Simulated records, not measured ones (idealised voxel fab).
Title: Process Module voxel air gaps
cross-section cut | 285 nm wide | cells 5 nm
A cross-section is a grid of square cells, given in bands from the top down. A band is one or more rows of cells.
Read a band's entry like this: the first values are the height of its top and the height of its bottom in nm, and what follows is the sequence of materials from left to right, each with its width in nm. Note that "blank" is empty space, and that a single material marked "edge to edge" reaches across the band from edge to edge.
The level at which height equals 0 is the one under which the wafer, as it arrives, is entirely one material. No lower edge exists for the bottom band, which continues downward and is notated as in "0 nm and below".
Note: "30..40" means the width goes from the first number (top row of the band) to the second number (bottom row) in equal steps per row of cells.
Take "nothing got changed" at face value: in the step it is given for, the cross-section changed in none of its cells.
In "Enclosed empty spaces" the enclosed voids are listed, meaning empty spaces of 8 cells or larger without any opening to the top. The form is width x height at distance, distance from the left edge, units nm.
Text after the settings on a step's line: the simulator's own remark on that step.
"overlay nm" on a masked step: distance the mask lay right of its planned place, negative for left.
### plan
1 RECEIVE with material Si
2 CONFORMAL_DEP with material SiO2, thk nm 10
3 CONFORMAL_DEP with material SiN, thk nm 5
4 DIRECTIONAL_DEP with material lowk, thk nm 40
5 DIRECTIONAL_DEP with material aC, thk nm 10
6 PATTERN with tone open, mask id LINES, material resist, width nm 15, pitch nm 40, thk nm 25, overlay nm 0
7 DIRECTIONAL_ETCH with etch materials aC, depth nm 10
8 STRIP with etch materials resist
9 DIRECTIONAL_ETCH with etch materials lowk, depth nm 40
10 STRIP with etch materials aC
11 CONFORMAL_DEP with material TiN, thk nm 5
12 FILL_DEP with material Ru, thk nm 10
13 CMP with height nm 55
14 EPI with material Ru, thk nm 10
15 SELECTIVE_ETCH with etch materials lowk, depth nm 50
16 CONFORMAL_DEP with material SiN, thk nm 5
### Incoming wafer, cross-sectional view, post step 1
    0 nm and below = Si edge to edge
    Enclosed empty spaces: none
### First of two wafers: cross-section at end of module, run per plan
    70 nm to 65 nm = blank: 60, then SiN: 165, then blank: 60
    65 nm to 55 nm = blank: 60, then SiN: 5, then Ru: 35, then SiN: 5, then Ru: 35, then SiN: 5, then Ru: 35, then SiN: 5, then Ru: 35, then SiN: 5, then blank: 60
    55 nm to 50 nm = blank: 60, then SiN: 15, then TiN: 5, then Ru: 5, then TiN: 5, then SiN: 25, then TiN: 5, then Ru: 5, then TiN: 5, then SiN: 25, then TiN: 5, then Ru: 5, then TiN: 5, then SiN: 25, then TiN: 5, then Ru: 5, then TiN: 5, then SiN: 15, then blank: 60
    50 nm to 20 nm = blank: 70, then SiN: 5, then TiN: 5, then Ru: 5, then TiN: 5, then SiN: 5, then blank: 15, then SiN: 5, then TiN: 5, then Ru: 5, then TiN: 5, then SiN: 5, then blank: 15, then SiN: 5, then TiN: 5, then Ru: 5, then TiN: 5, then SiN: 5, then blank: 15, then SiN: 5, then TiN: 5, then Ru: 5, then TiN: 5, then SiN: 5, then blank: 70
    20 nm to 15 nm = SiN: 75, then TiN: 15, then SiN: 25, then TiN: 15, then SiN: 25, then TiN: 15, then SiN: 25, then TiN: 15, then SiN: 75
    15 nm to 10 nm = SiN edge to edge
    10 nm to 0 nm = SiO2 edge to edge
    0 nm and below = Si edge to edge
    Enclosed empty spaces: 15 x 30 at 95; 15 x 30 at 135; 15 x 30 at 175
### Wafer two (of two), end-of-module cross-section: start = wafer one, plan = wafer one, one run mistake
    70 nm to 65 nm = blank: 70, then SiN: 165, then blank: 50
    65 nm to 55 nm = blank: 70, then SiN: 5, then Ru: 35, then SiN: 5, then Ru: 35, then SiN: 5, then Ru: 35, then SiN: 5, then Ru: 35, then SiN: 5, then blank: 50
    55 nm to 50 nm = blank: 70, then SiN: 15, then TiN: 5, then Ru: 5, then TiN: 5, then SiN: 25, then TiN: 5, then Ru: 5, then TiN: 5, then SiN: 25, then TiN: 5, then Ru: 5, then TiN: 5, then SiN: 25, then TiN: 5, then Ru: 5, then TiN: 5, then SiN: 15, then blank: 50
    50 nm to 20 nm = blank: 80, then SiN: 5, then TiN: 5, then Ru: 5, then TiN: 5, then SiN: 5, then blank: 15, then SiN: 5, then TiN: 5, then Ru: 5, then TiN: 5, then SiN: 5, then blank: 15, then SiN: 5, then TiN: 5, then Ru: 5, then TiN: 5, then SiN: 5, then blank: 15, then SiN: 5, then TiN: 5, then Ru: 5, then TiN: 5, then SiN: 5, then blank: 60
    20 nm to 15 nm = SiN: 85, then TiN: 15, then SiN: 25, then TiN: 15, then SiN: 25, then TiN: 15, then SiN: 25, then TiN: 15, then SiN: 65
    15 nm to 10 nm = SiN edge to edge
    10 nm to 0 nm = SiO2 edge to edge
    0 nm and below = Si edge to edge
    Enclosed empty spaces: 15 x 30 at 105; 15 x 30 at 145; 15 x 30 at 185
Deviation from plan: step 6 did not happen as planned, as run it was PATTERN with tone open, mask id LINES, material resist, width nm 15, pitch nm 40, thk nm 25, overlay nm 10
At the end, the second wafer has the same number of cells of each material as the first, but those cells sit in other places.
